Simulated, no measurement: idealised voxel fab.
Process module in this document: voxel self aligned vias
Section shown: cut. Width: 205 nm. Cell size: 5 nm, square.
Cross-sections here: square-cell grids, written as top-down lists of bands, a band being one or more rows of cells. Quick guide to a band line: top height, bottom height (nm) up front; then every material left to right with its width in nm. Only one material and it's marked "full width"? Then it fills the band edge to edge. And "air" just means empty space. Convention: height 0 is the level below which the wafer, as received, is all one material. The lowest band does not terminate at the bottom but continues downward, represented as "0 nm and below". Per-row width for "30 to 40": begins at first number (top row of band), ends at second number (bottom row), increment between rows held constant. Step note "nothing got changed" = no cross-section cell changed. Voids not open to the top, 8 cells minimum: see "Enclosed void inventory". Written width x height at distance; distance is from the left edge; nm. Formally, on a step line, whatever follows the settings is a remark that the simulator itself makes on the step. For masked steps, "overlay nm" on the step line gives how far right of plan the mask actually lay; a minus sign means it lay to the left. Read the rest as pairs. Take the cross-section before one process step, then the cross-section after it, which shows only down to the lowest band that changed. Under the pair, find the step between them and its settings. Bear in mind that pairs may come from different runs of this module on the same starting wafer: link a pair to the pair above it only where its entry headed "before" says to.
before:
  0 nm and below  Si full width
  Enclosed void inventory: none
Step Outcome:
  10 nm to 0 nm  SiO2 full width
  Below a height of 0, the structure has not been altered.
  Enclosed void inventory: none
Quick note on the step between the two cross-sections above: CONFORMAL_DEP [material SiO2] [thk nm 10]
before: starting point is the after cross-section of the pair just above.
Step Outcome:
  15 nm to 10 nm  SiCN full width
  Below a height of 10, the structure has not been altered.
  Enclosed void inventory: none
Quick note on the step between the two cross-sections above: CONFORMAL_DEP [material SiCN] [thk nm 5]
before: starting point is the after cross-section of the pair just above.
Step Outcome:
  35 nm to 15 nm  lowk full width
  Below a height of 15, the structure has not been altered.
  Enclosed void inventory: none
Quick note on the step between the two cross-sections above: DIRECTIONAL_DEP [material lowk] [thk nm 20]
before: starting point is the after cross-section of the pair just above.
Step Outcome:
  55 nm to 35 nm  55 nm resist / 25 nm air / 40 nm resist / 25 nm air / 60 nm resist
  Below a height of 35, the structure has not been altered.
  Enclosed void inventory: none
Quick note on the step between the two cross-sections above: PATTERN [tone open] [mask id LINES] [material resist] [width nm 25] [pitch nm 65] [thk nm 20] [overlay nm 0]
before: starting point is the after cross-section of the pair just above.
Step Outcome:
  55 nm to 35 nm  55 nm resist / 25 nm air / 40 nm resist / 25 nm air / 60 nm resist
  35 nm to 15 nm  55 nm lowk / 25 nm air / 40 nm lowk / 25 nm air / 60 nm lowk
  Below a height of 15, the structure has not been altered.
  Enclosed void inventory: none
Quick note on the step between the two cross-sections above: DIRECTIONAL_ETCH [etch materials lowk] [depth nm 20]
before: starting point is the after cross-section of the pair just above.
Step Outcome:
  35 nm to 15 nm  55 nm lowk / 25 nm air / 40 nm lowk / 25 nm air / 60 nm lowk
  Below a height of 15, the structure has not been altered.
  Enclosed void inventory: none
Quick note on the step between the two cross-sections above: STRIP [etch materials resist]
before: starting point is the after cross-section of the pair just above.
Step Outcome:
  40 nm to 35 nm  60 nm TiN / 15 nm air / 50 nm TiN / 15 nm air / 65 nm TiN
  35 nm to 20 nm  55 nm lowk / 5 nm TiN / 15 nm air / 5 nm TiN / 40 nm lowk / 5 nm TiN / 15 nm air / 5 nm TiN / 60 nm lowk
  20 nm to 15 nm  55 nm lowk / 25 nm TiN / 40 nm lowk / 25 nm TiN / 60 nm lowk
  Below a height of 15, the structure has not been altered.
  Enclosed void inventory: none
Quick note on the step between the two cross-sections above: CONFORMAL_DEP [material TiN] [thk nm 5]
before: starting point is the after cross-section of the pair just above.
Step Outcome:
  45 nm to 40 nm  Ru full width
  40 nm to 35 nm  60 nm TiN / 15 nm Ru / 50 nm TiN / 15 nm Ru / 65 nm TiN
  35 nm to 20 nm  55 nm lowk / 5 nm TiN / 15 nm Ru / 5 nm TiN / 40 nm lowk / 5 nm TiN / 15 nm Ru / 5 nm TiN / 60 nm lowk
  Below a height of 20, the structure has not been altered.
  Enclosed void inventory: none
Quick note on the step between the two cross-sections above: FILL_DEP [material Ru] [thk nm 5]
before: starting point is the after cross-section of the pair just above.
Step Outcome:
  35 nm to 20 nm  55 nm lowk / 5 nm TiN / 15 nm Ru / 5 nm TiN / 40 nm lowk / 5 nm TiN / 15 nm Ru / 5 nm TiN / 60 nm lowk
  Below a height of 20, the structure has not been altered.
  Enclosed void inventory: none
Quick note on the step between the two cross-sections above: CMP [height nm 35]
before: starting point is the after cross-section of the pair just above.
Step Outcome:
  35 nm to 25 nm  55 nm lowk / 25 nm air / 40 nm lowk / 25 nm air / 60 nm lowk
  Below a height of 25, the structure has not been altered.
  Enclosed void inventory: none
Quick note on the step between the two cross-sections above: SELECTIVE_ETCH [etch materials W Ru TiN] [depth nm 10]
before: starting point is the after cross-section of the pair just above.
Step Outcome:
  40 nm to 35 nm  SiN full width
  35 nm to 25 nm  55 nm lowk / 25 nm SiN / 40 nm lowk / 25 nm SiN / 60 nm lowk
  Below a height of 25, the structure has not been altered.
  Enclosed void inventory: none
Quick note on the step between the two cross-sections above: FILL_DEP [material SiN] [thk nm 5]
before: starting point is the after cross-section of the pair just above.
Step Outcome:
  35 nm to 25 nm  55 nm lowk / 25 nm SiN / 40 nm lowk / 25 nm SiN / 60 nm lowk
  Below a height of 25, the structure has not been altered.
  Enclosed void inventory: none
Quick note on the step between the two cross-sections above: CMP [height nm 35]
before: starting point is the after cross-section of the pair just above.
Step Outcome:
  50 nm to 35 nm  lowk full width
  Below a height of 35, the structure has not been altered.
  Enclosed void inventory: none
Quick note on the step between the two cross-sections above: DIRECTIONAL_DEP [material lowk] [thk nm 15]
before: starting point is the after cross-section of the pair just above.
Step Outcome:
  60 nm to 50 nm  aC full width
  Below a height of 50, the structure has not been altered.
  Enclosed void inventory: none
Quick note on the step between the two cross-sections above: DIRECTIONAL_DEP [material aC] [thk nm 10]
before: starting point is the after cross-section of the pair just above.
Step Outcome:
  85 nm to 60 nm  45 nm resist / 45 nm air / 115 nm resist
  Below a height of 60, the structure has not been altered.
  Enclosed void inventory: none
Quick note on the step between the two cross-sections above: PATTERN [tone open] [mask id VIAS] [material resist] [width nm 45] [thk nm 25] [overlay nm 0]
before: starting point is the after cross-section of the pair just above.
Step Outcome:
  75 nm to 60 nm  45 nm resist / 45 nm air / 115 nm resist
  60 nm to 50 nm  45 nm aC / 45 nm air / 115 nm aC
  Below a height of 50, the structure has not been altered.
  Enclosed void inventory: none
Quick note on the step between the two cross-sections above: DIRECTIONAL_ETCH [etch materials aC] [depth nm 10]
before: starting point is the after cross-section of the pair just above.
Step Outcome:
  60 nm to 50 nm  45 nm aC / 45 nm air / 115 nm aC
  Below a height of 50, the structure has not been altered.
  Enclosed void inventory: none
Quick note on the step between the two cross-sections above: STRIP [etch materials resist]
before: starting point is the after cross-section of the pair just above.
Step Outcome:
  60 nm to 50 nm  45 nm aC / 45 nm air / 115 nm aC
  50 nm to 35 nm  45 nm lowk / 45 nm air / 115 nm lowk
  Below a height of 35, the structure has not been altered.
  Enclosed void inventory: none
Quick note on the step between the two cross-sections above: DIRECTIONAL_ETCH [etch materials lowk] [depth nm 15]
before: starting point is the after cross-section of the pair just above.
Step Outcome:
  60 nm to 50 nm  45 nm aC / 45 nm air / 115 nm aC
  50 nm to 35 nm  45 nm lowk / 45 nm air / 115 nm lowk
  35 nm to 25 nm  55 nm lowk / 25 nm air / 40 nm lowk / 25 nm SiN / 60 nm lowk
  Below a height of 25, the structure has not been altered.
  Enclosed void inventory: none
Quick note on the step between the two cross-sections above: DIRECTIONAL_ETCH [etch materials SiN] [depth nm 10]
before: starting point is the after cross-section of the pair just above.
Step Outcome:
  50 nm to 35 nm  45 nm lowk / 45 nm air / 115 nm lowk
  Below a height of 35, the structure has not been altered.
  Enclosed void inventory: none
Quick note on the step between the two cross-sections above: STRIP [etch materials aC]
before: starting point is the after cross-section of the pair just above.
Step Outcome:
  55 nm to 50 nm  50 nm TiN / 35 nm air / 120 nm TiN
  50 nm to 40 nm  45 nm lowk / 5 nm TiN / 35 nm air / 5 nm TiN / 115 nm lowk
  40 nm to 35 nm  45 nm lowk / 15 nm TiN / 15 nm air / 15 nm TiN / 115 nm lowk
  35 nm to 30 nm  55 nm lowk / 5 nm TiN / 15 nm air / 5 nm TiN / 40 nm lowk / 25 nm SiN / 60 nm lowk
  30 nm to 25 nm  55 nm lowk / 25 nm TiN / 40 nm lowk / 25 nm SiN / 60 nm lowk
  Below a height of 25, the structure has not been altered.
  Enclosed void inventory: none
Quick note on the step between the two cross-sections above: CONFORMAL_DEP [material TiN] [thk nm 5]
before: starting point is the after cross-section of the pair just above.
Step Outcome:
  60 nm to 55 nm  Cu full width
  55 nm to 50 nm  50 nm TiN / 35 nm Cu / 120 nm TiN
  50 nm to 40 nm  45 nm lowk / 5 nm TiN / 35 nm Cu / 5 nm TiN / 115 nm lowk
  40 nm to 35 nm  45 nm lowk / 15 nm TiN / 15 nm Cu / 15 nm TiN / 115 nm lowk
  35 nm to 30 nm  55 nm lowk / 5 nm TiN / 15 nm Cu / 5 nm TiN / 40 nm lowk / 25 nm SiN / 60 nm lowk
  Below a height of 30, the structure has not been altered.
  Enclosed void inventory: none
Quick note on the step between the two cross-sections above: FILL_DEP [material Cu] [thk nm 5]
before: starting point is the after cross-section of the pair just above.
Step Outcome:
  50 nm to 40 nm  45 nm lowk / 5 nm TiN / 35 nm Cu / 5 nm TiN / 115 nm lowk
  Below a height of 40, the structure has not been altered.
  Enclosed void inventory: none
Quick note on the step between the two cross-sections above: CMP [height nm 50]
before: starting point is the after cross-section of the pair just above.
Step Outcome:
  55 nm to 50 nm  SiN full width
  Below a height of 50, the structure has not been altered.
  Enclosed void inventory: none
Quick note on the step between the two cross-sections above: CONFORMAL_DEP [material SiN] [thk nm 5]
before:
  10 nm to 0 nm  SiO2 full width
  0 nm and below  Si full width
  Enclosed void inventory: none
Step Outcome:
  30 nm to 10 nm  lowk full width
  Below a height of 10, the structure has not been altered.
  Enclosed void inventory: none
Quick note on the step between the two cross-sections above: DIRECTIONAL_DEP [material lowk] [thk nm 20]
before: starting point is the after cross-section of the pair just above.
Step Outcome:
  50 nm to 30 nm  55 nm resist / 25 nm air / 40 nm resist / 25 nm air / 60 nm resist
  Below a height of 30, the structure has not been altered.
  Enclosed void inventory: none
Quick note on the step between the two cross-sections above: PATTERN [tone open] [mask id LINES] [material resist] [width nm 25] [pitch nm 65] [thk nm 20] [overlay nm 0]
before: starting point is the after cross-section of the pair just above.
Step Outcome:
  50 nm to 30 nm  55 nm resist / 25 nm air / 40 nm resist / 25 nm air / 60 nm resist
  30 nm to 10 nm  55 nm lowk / 25 nm air / 40 nm lowk / 25 nm air / 60 nm lowk
  Below a height of 10, the structure has not been altered.
  Enclosed void inventory: none
Quick note on the step between the two cross-sections above: DIRECTIONAL_ETCH [etch materials lowk] [depth nm 20]
before: starting point is the after cross-section of the pair just above.
Step Outcome:
  30 nm to 10 nm  55 nm lowk / 25 nm air / 40 nm lowk / 25 nm air / 60 nm lowk
  Below a height of 10, the structure has not been altered.
  Enclosed void inventory: none
Quick note on the step between the two cross-sections above: STRIP [etch materials resist]
before: starting point is the after cross-section of the pair just above.
Step Outcome:
  35 nm to 30 nm  60 nm TiN / 15 nm air / 50 nm TiN / 15 nm air / 65 nm TiN
  30 nm to 15 nm  55 nm lowk / 5 nm TiN / 15 nm air / 5 nm TiN / 40 nm lowk / 5 nm TiN / 15 nm air / 5 nm TiN / 60 nm lowk
  15 nm to 10 nm  55 nm lowk / 25 nm TiN / 40 nm lowk / 25 nm TiN / 60 nm lowk
  Below a height of 10, the structure has not been altered.
  Enclosed void inventory: none
Quick note on the step between the two cross-sections above: CONFORMAL_DEP [material TiN] [thk nm 5]
before: starting point is the after cross-section of the pair just above.
Step Outcome:
  40 nm to 35 nm  Ru full width
  35 nm to 30 nm  60 nm TiN / 15 nm Ru / 50 nm TiN / 15 nm Ru / 65 nm TiN
  30 nm to 15 nm  55 nm lowk / 5 nm TiN / 15 nm Ru / 5 nm TiN / 40 nm lowk / 5 nm TiN / 15 nm Ru / 5 nm TiN / 60 nm lowk
  Below a height of 15, the structure has not been altered.
  Enclosed void inventory: none
Quick note on the step between the two cross-sections above: FILL_DEP [material Ru] [thk nm 5]
before: starting point is the after cross-section of the pair just above.
Step Outcome:
  35 nm to 30 nm  60 nm TiN / 15 nm Ru / 50 nm TiN / 15 nm Ru / 65 nm TiN
  Below a height of 30, the structure has not been altered.
  Enclosed void inventory: none
Quick note on the step between the two cross-sections above: CMP [height nm 35]
before: starting point is the after cross-section of the pair just above.
Step Outcome:
  30 nm to 25 nm  55 nm lowk / 25 nm air / 40 nm lowk / 25 nm air / 60 nm lowk
  Below a height of 25, the structure has not been altered.
  Enclosed void inventory: none
Quick note on the step between the two cross-sections above: SELECTIVE_ETCH [etch materials W Ru TiN] [depth nm 10]
before: starting point is the after cross-section of the pair just above.
Step Outcome:
  35 nm to 30 nm  SiN full width
  30 nm to 25 nm  55 nm lowk / 25 nm SiN / 40 nm lowk / 25 nm SiN / 60 nm lowk
  Below a height of 25, the structure has not been altered.
  Enclosed void inventory: none
Quick note on the step between the two cross-sections above: FILL_DEP [material SiN] [thk nm 5]
before: starting point is the after cross-section of the pair just above.
Step Outcome:
  50 nm to 35 nm  lowk full width
  Below a height of 35, the structure has not been altered.
  Enclosed void inventory: none
Quick note on the step between the two cross-sections above: DIRECTIONAL_DEP [material lowk] [thk nm 15]
before: starting point is the after cross-section of the pair just above.
Step Outcome:
  60 nm to 50 nm  aC full width
  Below a height of 50, the structure has not been altered.
  Enclosed void inventory: none
Quick note on the step between the two cross-sections above: DIRECTIONAL_DEP [material aC] [thk nm 10]
before: starting point is the after cross-section of the pair just above.
Step Outcome:
  85 nm to 60 nm  45 nm resist / 45 nm air / 115 nm resist
  Below a height of 60, the structure has not been altered.
  Enclosed void inventory: none
Quick note on the step between the two cross-sections above: PATTERN [tone open] [mask id VIAS] [material resist] [width nm 45] [thk nm 25] [overlay nm 0]
before: starting point is the after cross-section of the pair just above.
Step Outcome:
  75 nm to 60 nm  45 nm resist / 45 nm air / 115 nm resist
  60 nm to 50 nm  45 nm aC / 45 nm air / 115 nm aC
  Below a height of 50, the structure has not been altered.
  Enclosed void inventory: none
Quick note on the step between the two cross-sections above: DIRECTIONAL_ETCH [etch materials aC] [depth nm 10]
before: starting point is the after cross-section of the pair just above.
Step Outcome:
  60 nm to 50 nm  45 nm aC / 45 nm air / 115 nm aC
  Below a height of 50, the structure has not been altered.
  Enclosed void inventory: none
Quick note on the step between the two cross-sections above: STRIP [etch materials resist]
before: starting point is the after cross-section of the pair just above.
Step Outcome:
  60 nm to 50 nm  45 nm aC / 45 nm air / 115 nm aC
  50 nm to 35 nm  45 nm lowk / 45 nm air / 115 nm lowk
  Below a height of 35, the structure has not been altered.
  Enclosed void inventory: none
Quick note on the step between the two cross-sections above: DIRECTIONAL_ETCH [etch materials lowk] [depth nm 15]
before: starting point is the after cross-section of the pair just above.
Step Outcome:
  60 nm to 50 nm  45 nm aC / 45 nm air / 115 nm aC
  50 nm to 35 nm  45 nm lowk / 45 nm air / 115 nm lowk
  35 nm to 30 nm  45 nm SiN / 45 nm air / 115 nm SiN
  30 nm to 25 nm  55 nm lowk / 25 nm air / 40 nm lowk / 25 nm SiN / 60 nm lowk
  Below a height of 25, the structure has not been altered.
  Enclosed void inventory: none
Quick note on the step between the two cross-sections above: DIRECTIONAL_ETCH [etch materials SiN] [depth nm 10]
before: starting point is the after cross-section of the pair just above.
Step Outcome:
  50 nm to 35 nm  45 nm lowk / 45 nm air / 115 nm lowk
  Below a height of 35, the structure has not been altered.
  Enclosed void inventory: none
Quick note on the step between the two cross-sections above: STRIP [etch materials aC]
before: starting point is the after cross-section of the pair just above.
Step Outcome:
  55 nm to 50 nm  50 nm TiN / 35 nm air / 120 nm TiN
  50 nm to 35 nm  45 nm lowk / 5 nm TiN / 35 nm air / 5 nm TiN / 115 nm lowk
  35 nm to 30 nm  45 nm SiN / 15 nm TiN / 15 nm air / 15 nm TiN / 115 nm SiN
  30 nm to 25 nm  55 nm lowk / 25 nm TiN / 40 nm lowk / 25 nm SiN / 60 nm lowk
  Below a height of 25, the structure has not been altered.
  Enclosed void inventory: none
Quick note on the step between the two cross-sections above: CONFORMAL_DEP [material TiN] [thk nm 5]
before: starting point is the after cross-section of the pair just above.
Step Outcome:
  60 nm to 55 nm  Cu full width
  55 nm to 50 nm  50 nm TiN / 35 nm Cu / 120 nm TiN
  50 nm to 35 nm  45 nm lowk / 5 nm TiN / 35 nm Cu / 5 nm TiN / 115 nm lowk
  35 nm to 30 nm  45 nm SiN / 15 nm TiN / 15 nm Cu / 15 nm TiN / 115 nm SiN
  Below a height of 30, the structure has not been altered.
  Enclosed void inventory: none
Quick note on the step between the two cross-sections above: FILL_DEP [material Cu] [thk nm 5]
before: starting point is the after cross-section of the pair just above.
Step Outcome:
  50 nm to 35 nm  45 nm lowk / 5 nm TiN / 35 nm Cu / 5 nm TiN / 115 nm lowk
  Below a height of 35, the structure has not been altered.
  Enclosed void inventory: none
Quick note on the step between the two cross-sections above: CMP [height nm 50]
before: starting point is the after cross-section of the pair just above.
Step Outcome:
  55 nm to 50 nm  SiN full width
  Below a height of 50, the structure has not been altered.
  Enclosed void inventory: none
Quick note on the step between the two cross-sections above: CONFORMAL_DEP [material SiN] [thk nm 5]
before:
  60 nm to 50 nm  45 nm aC / 45 nm air / 115 nm aC
  50 nm to 35 nm  45 nm lowk / 45 nm air / 115 nm lowk
  35 nm to 25 nm  55 nm lowk / 25 nm SiN / 40 nm lowk / 25 nm SiN / 60 nm lowk
  25 nm to 20 nm  55 nm lowk / 5 nm TiN / 15 nm Ru / 5 nm TiN / 40 nm lowk / 5 nm TiN / 15 nm Ru / 5 nm TiN / 60 nm lowk
  20 nm to 15 nm  55 nm lowk / 25 nm TiN / 40 nm lowk / 25 nm TiN / 60 nm lowk
  15 nm to 10 nm  SiCN full width
  10 nm to 0 nm  SiO2 full width
  0 nm and below  Si full width
  Enclosed void inventory: none
Step Outcome:
  60 nm to 50 nm  45 nm aC / 45 nm air / 115 nm aC
  50 nm to 35 nm  45 nm lowk / 45 nm air / 115 nm lowk
  35 nm to 25 nm  45 nm lowk / 10 nm air / 25 nm SiN / 10 nm air / 30 nm lowk / 25 nm SiN / 60 nm lowk
  25 nm to 20 nm  45 nm lowk / 10 nm air / 5 nm TiN / 15 nm Ru / 5 nm TiN / 10 nm air / 30 nm lowk / 5 nm TiN / 15 nm Ru / 5 nm TiN / 60 nm lowk
  Below a height of 20, the structure has not been altered.
  Enclosed void inventory: none
Quick note on the step between the two cross-sections above: DIRECTIONAL_ETCH [etch materials lowk] [depth nm 15]
before: starting point is the after cross-section of the pair just above.
Step Outcome:
  60 nm to 50 nm  45 nm aC / 45 nm air / 115 nm aC
  50 nm to 35 nm  45 nm lowk / 45 nm air / 115 nm lowk
  35 nm to 25 nm  45 nm lowk / 45 nm air / 30 nm lowk / 25 nm SiN / 60 nm lowk
  Below a height of 25, the structure has not been altered.
  Enclosed void inventory: none
Quick note on the step between the two cross-sections above: DIRECTIONAL_ETCH [etch materials SiN] [depth nm 10]
before: starting point is the after cross-section of the pair just above.
Step Outcome:
  50 nm to 35 nm  45 nm lowk / 45 nm air / 115 nm lowk
  Below a height of 35, the structure has not been altered.
  Enclosed void inventory: none
Quick note on the step between the two cross-sections above: STRIP [etch materials aC]
before: starting point is the after cross-section of the pair just above.
Step Outcome:
  55 nm to 50 nm  50 nm TiN / 35 nm air / 120 nm TiN
  50 nm to 35 nm  45 nm lowk / 5 nm TiN / 35 nm air / 5 nm TiN / 115 nm lowk
  35 nm to 30 nm  45 nm lowk / 5 nm TiN / 35 nm air / 5 nm TiN / 30 nm lowk / 25 nm SiN / 60 nm lowk
  30 nm to 25 nm  45 nm lowk / 45 nm TiN / 30 nm lowk / 25 nm SiN / 60 nm lowk
  25 nm to 20 nm  45 nm lowk / 15 nm TiN / 15 nm Ru / 15 nm TiN / 30 nm lowk / 5 nm TiN / 15 nm Ru / 5 nm TiN / 60 nm lowk
  Below a height of 20, the structure has not been altered.
  Enclosed void inventory: none
Quick note on the step between the two cross-sections above: CONFORMAL_DEP [material TiN] [thk nm 5]
before: starting point is the after cross-section of the pair just above.
Step Outcome:
  60 nm to 55 nm  Cu full width
  55 nm to 50 nm  50 nm TiN / 35 nm Cu / 120 nm TiN
  50 nm to 35 nm  45 nm lowk / 5 nm TiN / 35 nm Cu / 5 nm TiN / 115 nm lowk
  35 nm to 30 nm  45 nm lowk / 5 nm TiN / 35 nm Cu / 5 nm TiN / 30 nm lowk / 25 nm SiN / 60 nm lowk
  Below a height of 30, the structure has not been altered.
  Enclosed void inventory: none
Quick note on the step between the two cross-sections above: FILL_DEP [material Cu] [thk nm 5]
before: starting point is the after cross-section of the pair just above.
Step Outcome:
  50 nm to 35 nm  45 nm lowk / 5 nm TiN / 35 nm Cu / 5 nm TiN / 115 nm lowk
  Below a height of 35, the structure has not been altered.
  Enclosed void inventory: none
Quick note on the step between the two cross-sections above: CMP [height nm 50]
before: starting point is the after cross-section of the pair just above.
Step Outcome:
  55 nm to 50 nm  SiN full width
  Below a height of 50, the structure has not been altered.
  Enclosed void inventory: none
Quick note on the step between the two cross-sections above: CONFORMAL_DEP [material SiN] [thk nm 5]
before:
  0 nm and below  Si full width
  Enclosed void inventory: none
Step Outcome:
  5 nm to 0 nm  SiCN full width
  Below a height of 0, the structure has not been altered.
  Enclosed void inventory: none
Quick note on the step between the two cross-sections above: CONFORMAL_DEP [material SiCN] [thk nm 5]
before: starting point is the after cross-section of the pair just above.
Step Outcome:
  15 nm to 5 nm  SiO2 full width
  Below a height of 5, the structure has not been altered.
  Enclosed void inventory: none
Quick note on the step between the two cross-sections above: CONFORMAL_DEP [material SiO2] [thk nm 10]
before: starting point is the after cross-section of the pair just above.
Step Outcome:
  35 nm to 15 nm  lowk full width
  Below a height of 15, the structure has not been altered.
  Enclosed void inventory: none
Quick note on the step between the two cross-sections above: DIRECTIONAL_DEP [material lowk] [thk nm 20]
before: starting point is the after cross-section of the pair just above.
Step Outcome:
  55 nm to 35 nm  55 nm resist / 25 nm air / 40 nm resist / 25 nm air / 60 nm resist
  Below a height of 35, the structure has not been altered.
  Enclosed void inventory: none
Quick note on the step between the two cross-sections above: PATTERN [tone open] [mask id LINES] [material resist] [width nm 25] [pitch nm 65] [thk nm 20] [overlay nm 0]
before: starting point is the after cross-section of the pair just above.
Step Outcome:
  55 nm to 35 nm  55 nm resist / 25 nm air / 40 nm resist / 25 nm air / 60 nm resist
  35 nm to 15 nm  55 nm lowk / 25 nm air / 40 nm lowk / 25 nm air / 60 nm lowk
  Below a height of 15, the structure has not been altered.
  Enclosed void inventory: none
Quick note on the step between the two cross-sections above: DIRECTIONAL_ETCH [etch materials lowk] [depth nm 20]
before: starting point is the after cross-section of the pair just above.
Step Outcome:
  35 nm to 15 nm  55 nm lowk / 25 nm air / 40 nm lowk / 25 nm air / 60 nm lowk
  Below a height of 15, the structure has not been altered.
  Enclosed void inventory: none
Quick note on the step between the two cross-sections above: STRIP [etch materials resist]
before: starting point is the after cross-section of the pair just above.
Step Outcome:
  40 nm to 35 nm  60 nm TiN / 15 nm air / 50 nm TiN / 15 nm air / 65 nm TiN
  35 nm to 20 nm  55 nm lowk / 5 nm TiN / 15 nm air / 5 nm TiN / 40 nm lowk / 5 nm TiN / 15 nm air / 5 nm TiN / 60 nm lowk
  20 nm to 15 nm  55 nm lowk / 25 nm TiN / 40 nm lowk / 25 nm TiN / 60 nm lowk
  Below a height of 15, the structure has not been altered.
  Enclosed void inventory: none
Quick note on the step between the two cross-sections above: CONFORMAL_DEP [material TiN] [thk nm 5]
before: starting point is the after cross-section of the pair just above.
Step Outcome:
  45 nm to 40 nm  Ru full width
  40 nm to 35 nm  60 nm TiN / 15 nm Ru / 50 nm TiN / 15 nm Ru / 65 nm TiN
  35 nm to 20 nm  55 nm lowk / 5 nm TiN / 15 nm Ru / 5 nm TiN / 40 nm lowk / 5 nm TiN / 15 nm Ru / 5 nm TiN / 60 nm lowk
  Below a height of 20, the structure has not been altered.
  Enclosed void inventory: none
Quick note on the step between the two cross-sections above: FILL_DEP [material Ru] [thk nm 5]
before: starting point is the after cross-section of the pair just above.
Step Outcome:
  35 nm to 20 nm  55 nm lowk / 5 nm TiN / 15 nm Ru / 5 nm TiN / 40 nm lowk / 5 nm TiN / 15 nm Ru / 5 nm TiN / 60 nm lowk
  Below a height of 20, the structure has not been altered.
  Enclosed void inventory: none
Quick note on the step between the two cross-sections above: CMP [height nm 35]
before: starting point is the after cross-section of the pair just above.
Step Outcome:
  35 nm to 25 nm  55 nm lowk / 25 nm air / 40 nm lowk / 25 nm air / 60 nm lowk
  Below a height of 25, the structure has not been altered.
  Enclosed void inventory: none
Quick note on the step between the two cross-sections above: SELECTIVE_ETCH [etch materials W Ru TiN] [depth nm 10]
before: starting point is the after cross-section of the pair just above.
Step Outcome:
  40 nm to 35 nm  SiN full width
  35 nm to 25 nm  55 nm lowk / 25 nm SiN / 40 nm lowk / 25 nm SiN / 60 nm lowk
  Below a height of 25, the structure has not been altered.
  Enclosed void inventory: none
Quick note on the step between the two cross-sections above: FILL_DEP [material SiN] [thk nm 5]
before: starting point is the after cross-section of the pair just above.
Step Outcome:
  35 nm to 25 nm  55 nm lowk / 25 nm SiN / 40 nm lowk / 25 nm SiN / 60 nm lowk
  Below a height of 25, the structure has not been altered.
  Enclosed void inventory: none
Quick note on the step between the two cross-sections above: CMP [height nm 35]
before: starting point is the after cross-section of the pair just above.
Step Outcome:
  50 nm to 35 nm  lowk full width
  Below a height of 35, the structure has not been altered.
  Enclosed void inventory: none
Quick note on the step between the two cross-sections above: DIRECTIONAL_DEP [material lowk] [thk nm 15]
before: starting point is the after cross-section of the pair just above.
Step Outcome:
  60 nm to 50 nm  aC full width
  Below a height of 50, the structure has not been altered.
  Enclosed void inventory: none
Quick note on the step between the two cross-sections above: DIRECTIONAL_DEP [material aC] [thk nm 10]
before: starting point is the after cross-section of the pair just above.
Step Outcome:
  85 nm to 60 nm  45 nm resist / 45 nm air / 115 nm resist
  Below a height of 60, the structure has not been altered.
  Enclosed void inventory: none
Quick note on the step between the two cross-sections above: PATTERN [tone open] [mask id VIAS] [material resist] [width nm 45] [thk nm 25] [overlay nm 0]
before: starting point is the after cross-section of the pair just above.
Step Outcome:
  75 nm to 60 nm  45 nm resist / 45 nm air / 115 nm resist
  60 nm to 50 nm  45 nm aC / 45 nm air / 115 nm aC
  Below a height of 50, the structure has not been altered.
  Enclosed void inventory: none
Quick note on the step between the two cross-sections above: DIRECTIONAL_ETCH [etch materials aC] [depth nm 10]
before: starting point is the after cross-section of the pair just above.
Step Outcome:
  60 nm to 50 nm  45 nm aC / 45 nm air / 115 nm aC
  Below a height of 50, the structure has not been altered.
  Enclosed void inventory: none
Quick note on the step between the two cross-sections above: STRIP [etch materials resist]
before: starting point is the after cross-section of the pair just above.
Step Outcome:
  60 nm to 50 nm  45 nm aC / 45 nm air / 115 nm aC
  50 nm to 35 nm  45 nm lowk / 45 nm air / 115 nm lowk
  Below a height of 35, the structure has not been altered.
  Enclosed void inventory: none
Quick note on the step between the two cross-sections above: DIRECTIONAL_ETCH [etch materials lowk] [depth nm 15]
before: starting point is the after cross-section of the pair just above.
Step Outcome:
  60 nm to 50 nm  45 nm aC / 45 nm air / 115 nm aC
  50 nm to 35 nm  45 nm lowk / 45 nm air / 115 nm lowk
  35 nm to 25 nm  55 nm lowk / 25 nm air / 40 nm lowk / 25 nm SiN / 60 nm lowk
  Below a height of 25, the structure has not been altered.
  Enclosed void inventory: none
Quick note on the step between the two cross-sections above: DIRECTIONAL_ETCH [etch materials SiN] [depth nm 10]
before: starting point is the after cross-section of the pair just above.
Step Outcome:
  50 nm to 35 nm  45 nm lowk / 45 nm air / 115 nm lowk
  Below a height of 35, the structure has not been altered.
  Enclosed void inventory: none
Quick note on the step between the two cross-sections above: STRIP [etch materials aC]
before: starting point is the after cross-section of the pair just above.
Step Outcome:
  55 nm to 50 nm  50 nm TiN / 35 nm air / 120 nm TiN
  50 nm to 40 nm  45 nm lowk / 5 nm TiN / 35 nm air / 5 nm TiN / 115 nm lowk
  40 nm to 35 nm  45 nm lowk / 15 nm TiN / 15 nm air / 15 nm TiN / 115 nm lowk
  35 nm to 30 nm  55 nm lowk / 5 nm TiN / 15 nm air / 5 nm TiN / 40 nm lowk / 25 nm SiN / 60 nm lowk
  30 nm to 25 nm  55 nm lowk / 25 nm TiN / 40 nm lowk / 25 nm SiN / 60 nm lowk
  Below a height of 25, the structure has not been altered.
  Enclosed void inventory: none
Quick note on the step between the two cross-sections above: CONFORMAL_DEP [material TiN] [thk nm 5]
before: starting point is the after cross-section of the pair just above.
Step Outcome:
  60 nm to 55 nm  Cu full width
  55 nm to 50 nm  50 nm TiN / 35 nm Cu / 120 nm TiN
  50 nm to 40 nm  45 nm lowk / 5 nm TiN / 35 nm Cu / 5 nm TiN / 115 nm lowk
  40 nm to 35 nm  45 nm lowk / 15 nm TiN / 15 nm Cu / 15 nm TiN / 115 nm lowk
  35 nm to 30 nm  55 nm lowk / 5 nm TiN / 15 nm Cu / 5 nm TiN / 40 nm lowk / 25 nm SiN / 60 nm lowk
  Below a height of 30, the structure has not been altered.
  Enclosed void inventory: none
Quick note on the step between the two cross-sections above: FILL_DEP [material Cu] [thk nm 5]
before: starting point is the after cross-section of the pair just above.
Step Outcome:
  50 nm to 40 nm  45 nm lowk / 5 nm TiN / 35 nm Cu / 5 nm TiN / 115 nm lowk
  Below a height of 40, the structure has not been altered.
  Enclosed void inventory: none
Quick note on the step between the two cross-sections above: CMP [height nm 50]
before: starting point is the after cross-section of the pair just above.
Step Outcome:
  55 nm to 50 nm  SiN full width
  Below a height of 50, the structure has not been altered.
  Enclosed void inventory: none
Quick note on the step between the two cross-sections above: CONFORMAL_DEP [material SiN] [thk nm 5]
before:
  0 nm and below  Si full width
  Enclosed void inventory: none
Step Outcome:
  15 nm to 0 nm  SiO2 full width
  Below a height of 0, the structure has not been altered.
  Enclosed void inventory: none
Quick note on the step between the two cross-sections above: CONFORMAL_DEP [material SiO2] [thk nm 15]
